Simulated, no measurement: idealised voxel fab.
The following process module bears the name voxel self aligned contacts.
cross-section cut | 250 nm wide | cells 5 nm
Heads up, the way a cross-section reads in here is a grid of square cells, handed over as bands from the top down, with every band being one or more rows of cells.
Each band's line starts with the height of the band's top and of its bottom, in nm. Then come its materials from left to right, each with its width in nm. One material with "full width" fills the band from edge to edge. "air" is empty space.
Ref level 0: as-received wafer is one material below here. Bottom band extends down with no lower bound ("0 down").
Width "30->40": first value at the band's top row of cells, second value at its bottom row, equal change from row to row.
"no alterations made" after a step means that no cell of the cross-section changed.
Entry "Trapped void list". Content: empty spaces with no open connection to the top, size 8 cells or greater. Each: width x height at distance. Distance: from left edge. Unit: nm.
Past the settings on a step's line: simulator remark, on that step.
overlay nm: right-of-plan distance of the mask on a masked step; negative values mean left-of-plan.
The following list gives the planned process steps:
1. RECEIVE,material Si
2. CONFORMAL_DEP,material SiO2,thk nm 5
3. DIRECTIONAL_DEP,material polySi,thk nm 20
4. DIRECTIONAL_DEP,material SiN,thk nm 20
5. DIRECTIONAL_DEP,material aC,thk nm 15
6. PATTERN,tone cover,mask id GATE,material resist,width nm 35,pitch nm 70,thk nm 35,overlay nm 0
7. DIRECTIONAL_ETCH,etch materials aC,depth nm 15
8. STRIP,etch materials resist
9. DIRECTIONAL_ETCH,etch materials SiN,depth nm 20
10. DIRECTIONAL_ETCH,etch materials polySi,depth nm 20
11. STRIP,etch materials aC
12. CONFORMAL_DEP,material SiN,thk nm 5
13. DIRECTIONAL_ETCH,etch materials SiN,depth nm 5
14. FILL_DEP,material SiO2,thk nm 10
15. CMP,height nm 50
16. DIRECTIONAL_DEP,material aC,thk nm 15
17. PATTERN,tone open,mask id CONTACT,material resist,width nm 55,thk nm 30,overlay nm 0
18. DIRECTIONAL_ETCH,etch materials aC,depth nm 15
19. STRIP,etch materials resist
20. DIRECTIONAL_ETCH,etch materials SiO2,depth nm 50
21. STRIP,etch materials aC
22. CONFORMAL_DEP,material TiN,thk nm 5
23. FILL_DEP,material W,thk nm 10
24. CMP,height nm 50
25. CONFORMAL_DEP,material SiCN,thk nm 5
What follows covers the first of two wafers; it ran as planned:
Cross-section, incoming material, after step 1:
0 down | Si full width
Trapped void list: none
Step 2 done - wafer cross-section:
5 to 0 | SiO2 full width
Nothing below the height 0 has changed.
Step 3 done - wafer cross-section:
25 to 5 | polySi full width
Nothing below the height 5 has changed.
Step 4 done - wafer cross-section:
45 to 25 | SiN full width
Nothing below the height 25 has changed.
Step 5 done - wafer cross-section:
60 to 45 | aC full width
Nothing below the height 45 has changed.
Step 6 done - wafer cross-section:
95 to 60 | air 70 nm  resist 35 nm  air 35 nm  resist 35 nm  air 75 nm
Nothing below the height 60 has changed.
Step 7 done - wafer cross-section:
80 to 60 | air 70 nm  resist 35 nm  air 35 nm  resist 35 nm  air 75 nm
60 to 45 | air 70 nm  aC 35 nm  air 35 nm  aC 35 nm  air 75 nm
Nothing below the height 45 has changed.
Step 8 done - wafer cross-section:
60 to 45 | air 70 nm  aC 35 nm  air 35 nm  aC 35 nm  air 75 nm
Nothing below the height 45 has changed.
Step 9 done - wafer cross-section:
60 to 45 | air 70 nm  aC 35 nm  air 35 nm  aC 35 nm  air 75 nm
45 to 25 | air 70 nm  SiN 35 nm  air 35 nm  SiN 35 nm  air 75 nm
Nothing below the height 25 has changed.
Step 10 done - wafer cross-section:
60 to 45 | air 70 nm  aC 35 nm  air 35 nm  aC 35 nm  air 75 nm
45 to 25 | air 70 nm  SiN 35 nm  air 35 nm  SiN 35 nm  air 75 nm
25 to 5 | air 70 nm  polySi 35 nm  air 35 nm  polySi 35 nm  air 75 nm
Nothing below the height 5 has changed.
Step 11 done - wafer cross-section:
45 to 25 | air 70 nm  SiN 35 nm  air 35 nm  SiN 35 nm  air 75 nm
Nothing below the height 25 has changed.
Step 12 done - wafer cross-section:
50 to 25 | air 65 nm  SiN 45 nm  air 25 nm  SiN 45 nm  air 70 nm
25 to 10 | air 65 nm  SiN 5 nm  polySi 35 nm  SiN 5 nm  air 25 nm  SiN 5 nm  polySi 35 nm  SiN 5 nm  air 70 nm
10 to 5 | SiN 70 nm  polySi 35 nm  SiN 35 nm  polySi 35 nm  SiN 75 nm
Nothing below the height 5 has changed.
Step 13 done - wafer cross-section:
45 to 25 | air 65 nm  SiN 45 nm  air 25 nm  SiN 45 nm  air 70 nm
25 to 5 | air 65 nm  SiN 5 nm  polySi 35 nm  SiN 5 nm  air 25 nm  SiN 5 nm  polySi 35 nm  SiN 5 nm  air 70 nm
Nothing below the height 5 has changed.
Step 14 done - wafer cross-section:
55 to 45 | SiO2 full width
45 to 25 | SiO2 65 nm  SiN 45 nm  SiO2 25 nm  SiN 45 nm  SiO2 70 nm
25 to 5 | SiO2 65 nm  SiN 5 nm  polySi 35 nm  SiN 5 nm  SiO2 25 nm  SiN 5 nm  polySi 35 nm  SiN 5 nm  SiO2 70 nm
Nothing below the height 5 has changed.
Step 15 done - wafer cross-section:
50 to 45 | SiO2 full width
Nothing below the height 45 has changed.
Step 16 done - wafer cross-section:
65 to 50 | aC full width
Nothing below the height 50 has changed.
Step 17 done - wafer cross-section:
95 to 65 | resist 95 nm  air 55 nm  resist 100 nm
Nothing below the height 65 has changed.
Step 18 done - wafer cross-section:
80 to 65 | resist 95 nm  air 55 nm  resist 100 nm
65 to 50 | aC 95 nm  air 55 nm  aC 100 nm
Nothing below the height 50 has changed.
Step 19 done - wafer cross-section:
65 to 50 | aC 95 nm  air 55 nm  aC 100 nm
Nothing below the height 50 has changed.
Step 20 done - wafer cross-section:
65 to 50 | aC 95 nm  air 55 nm  aC 100 nm
50 to 45 | SiO2 95 nm  air 55 nm  SiO2 100 nm
45 to 25 | SiO2 65 nm  SiN 45 nm  air 25 nm  SiN 45 nm  SiO2 70 nm
25 to 5 | SiO2 65 nm  SiN 5 nm  polySi 35 nm  SiN 5 nm  air 25 nm  SiN 5 nm  polySi 35 nm  SiN 5 nm  SiO2 70 nm
5 to 0 | SiO2 110 nm  air 25 nm  SiO2 115 nm
Nothing below the height 0 has changed.
Step 21 done - wafer cross-section:
50 to 45 | SiO2 95 nm  air 55 nm  SiO2 100 nm
Nothing below the height 45 has changed.
Step 22 done - wafer cross-section:
55 to 50 | TiN 100 nm  air 45 nm  TiN 105 nm
50 to 45 | SiO2 95 nm  TiN 20 nm  air 15 nm  TiN 20 nm  SiO2 100 nm
45 to 25 | SiO2 65 nm  SiN 45 nm  TiN 5 nm  air 15 nm  TiN 5 nm  SiN 45 nm  SiO2 70 nm
25 to 5 | SiO2 65 nm  SiN 5 nm  polySi 35 nm  SiN 5 nm  TiN 5 nm  air 15 nm  TiN 5 nm  SiN 5 nm  polySi 35 nm  SiN 5 nm  SiO2 70 nm
5 to 0 | SiO2 110 nm  TiN 25 nm  SiO2 115 nm
Nothing below the height 0 has changed.
Step 23 done - wafer cross-section:
65 to 55 | W full width
55 to 50 | TiN 100 nm  W 45 nm  TiN 105 nm
50 to 45 | SiO2 95 nm  TiN 20 nm  W 15 nm  TiN 20 nm  SiO2 100 nm
45 to 25 | SiO2 65 nm  SiN 45 nm  TiN 5 nm  W 15 nm  TiN 5 nm  SiN 45 nm  SiO2 70 nm
25 to 5 | SiO2 65 nm  SiN 5 nm  polySi 35 nm  SiN 5 nm  TiN 5 nm  W 15 nm  TiN 5 nm  SiN 5 nm  polySi 35 nm  SiN 5 nm  SiO2 70 nm
Nothing below the height 5 has changed.
Step 24 done - wafer cross-section:
50 to 45 | SiO2 95 nm  TiN 20 nm  W 15 nm  TiN 20 nm  SiO2 100 nm
Nothing below the height 45 has changed.
Step 25 done - wafer cross-section:
55 to 50 | SiCN full width
Nothing below the height 50 has changed.
Here the second wafer is described. Its start and its plan were those of the first wafer. Its run contained one mistake. Up to and including step 1, it did exactly what the first wafer did:
Cross-sectional representation of the second wafer at the time designated in the plan for the completion of step 2:
20 to 0 | polySi full width
Nothing below the height 0 has changed.
Cross-sectional representation of the second wafer at the time designated in the plan for the completion of step 3:
25 to 20 | SiO2 full width
Nothing below the height 20 has changed.
Cross-sectional representation of the second wafer at the time designated in the plan for the completion of step 4:
45 to 25 | SiN full width
Nothing below the height 25 has changed.
Cross-sectional representation of the second wafer at the time designated in the plan for the completion of step 5:
60 to 45 | aC full width
Nothing below the height 45 has changed.
Cross-sectional representation of the second wafer at the time designated in the plan for the completion of step 6:
95 to 60 | air 70 nm  resist 35 nm  air 35 nm  resist 35 nm  air 75 nm
Nothing below the height 60 has changed.
Cross-sectional representation of the second wafer at the time designated in the plan for the completion of step 7:
80 to 60 | air 70 nm  resist 35 nm  air 35 nm  resist 35 nm  air 75 nm
60 to 45 | air 70 nm  aC 35 nm  air 35 nm  aC 35 nm  air 75 nm
Nothing below the height 45 has changed.
Cross-sectional representation of the second wafer at the time designated in the plan for the completion of step 8:
60 to 45 | air 70 nm  aC 35 nm  air 35 nm  aC 35 nm  air 75 nm
Nothing below the height 45 has changed.
Cross-sectional representation of the second wafer at the time designated in the plan for the completion of step 9:
60 to 45 | air 70 nm  aC 35 nm  air 35 nm  aC 35 nm  air 75 nm
45 to 25 | air 70 nm  SiN 35 nm  air 35 nm  SiN 35 nm  air 75 nm
Nothing below the height 25 has changed.
Cross-sectional representation of the second wafer at the time designated in the plan for the completion of step 10: no alterations made
Cross-sectional representation of the second wafer at the time designated in the plan for the completion of step 11:
45 to 25 | air 70 nm  SiN 35 nm  air 35 nm  SiN 35 nm  air 75 nm
Nothing below the height 25 has changed.
Cross-sectional representation of the second wafer at the time designated in the plan for the completion of step 12:
50 to 30 | air 65 nm  SiN 45 nm  air 25 nm  SiN 45 nm  air 70 nm
30 to 25 | SiN full width
Nothing below the height 25 has changed.
Cross-sectional representation of the second wafer at the time designated in the plan for the completion of step 13:
45 to 25 | air 65 nm  SiN 45 nm  air 25 nm  SiN 45 nm  air 70 nm
Nothing below the height 25 has changed.
Cross-sectional representation of the second wafer at the time designated in the plan for the completion of step 14:
55 to 45 | SiO2 full width
45 to 25 | SiO2 65 nm  SiN 45 nm  SiO2 25 nm  SiN 45 nm  SiO2 70 nm
Nothing below the height 25 has changed.
Cross-sectional representation of the second wafer at the time designated in the plan for the completion of step 15:
50 to 45 | SiO2 full width
Nothing below the height 45 has changed.
Cross-sectional representation of the second wafer at the time designated in the plan for the completion of step 16:
65 to 50 | aC full width
Nothing below the height 50 has changed.
Cross-sectional representation of the second wafer at the time designated in the plan for the completion of step 17:
95 to 65 | resist 95 nm  air 55 nm  resist 100 nm
Nothing below the height 65 has changed.
Cross-sectional representation of the second wafer at the time designated in the plan for the completion of step 18:
80 to 65 | resist 95 nm  air 55 nm  resist 100 nm
65 to 50 | aC 95 nm  air 55 nm  aC 100 nm
Nothing below the height 50 has changed.
Cross-sectional representation of the second wafer at the time designated in the plan for the completion of step 19:
65 to 50 | aC 95 nm  air 55 nm  aC 100 nm
Nothing below the height 50 has changed.
Cross-sectional representation of the second wafer at the time designated in the plan for the completion of step 20:
65 to 50 | aC 95 nm  air 55 nm  aC 100 nm
50 to 45 | SiO2 95 nm  air 55 nm  SiO2 100 nm
45 to 25 | SiO2 65 nm  SiN 45 nm  air 25 nm  SiN 45 nm  SiO2 70 nm
25 to 20 | SiO2 110 nm  air 25 nm  SiO2 115 nm
Nothing below the height 20 has changed.
Cross-sectional representation of the second wafer at the time designated in the plan for the completion of step 21:
50 to 45 | SiO2 95 nm  air 55 nm  SiO2 100 nm
Nothing below the height 45 has changed.
Cross-sectional representation of the second wafer at the time designated in the plan for the completion of step 22:
55 to 50 | TiN 100 nm  air 45 nm  TiN 105 nm
50 to 45 | SiO2 95 nm  TiN 20 nm  air 15 nm  TiN 20 nm  SiO2 100 nm
45 to 25 | SiO2 65 nm  SiN 45 nm  TiN 5 nm  air 15 nm  TiN 5 nm  SiN 45 nm  SiO2 70 nm
25 to 20 | SiO2 110 nm  TiN 25 nm  SiO2 115 nm
Nothing below the height 20 has changed.
Cross-sectional representation of the second wafer at the time designated in the plan for the completion of step 23:
65 to 55 | W full width
55 to 50 | TiN 100 nm  W 45 nm  TiN 105 nm
50 to 45 | SiO2 95 nm  TiN 20 nm  W 15 nm  TiN 20 nm  SiO2 100 nm
45 to 25 | SiO2 65 nm  SiN 45 nm  TiN 5 nm  W 15 nm  TiN 5 nm  SiN 45 nm  SiO2 70 nm
Nothing below the height 25 has changed.
Cross-sectional representation of the second wafer at the time designated in the plan for the completion of step 24:
50 to 45 | SiO2 95 nm  TiN 20 nm  W 15 nm  TiN 20 nm  SiO2 100 nm
Nothing below the height 45 has changed.
Cross-sectional representation of the second wafer at the time designated in the plan for the completion of step 25:
55 to 50 | SiCN full width
Nothing below the height 50 has changed.
Diagnosis: ran 2 and 3 in swapped order versus the plan
Counted in cells at the end, the second wafer holds more or fewer of these materials than the first: SiN -16; SiO2 -108; TiN -8; W -12; polySi +144
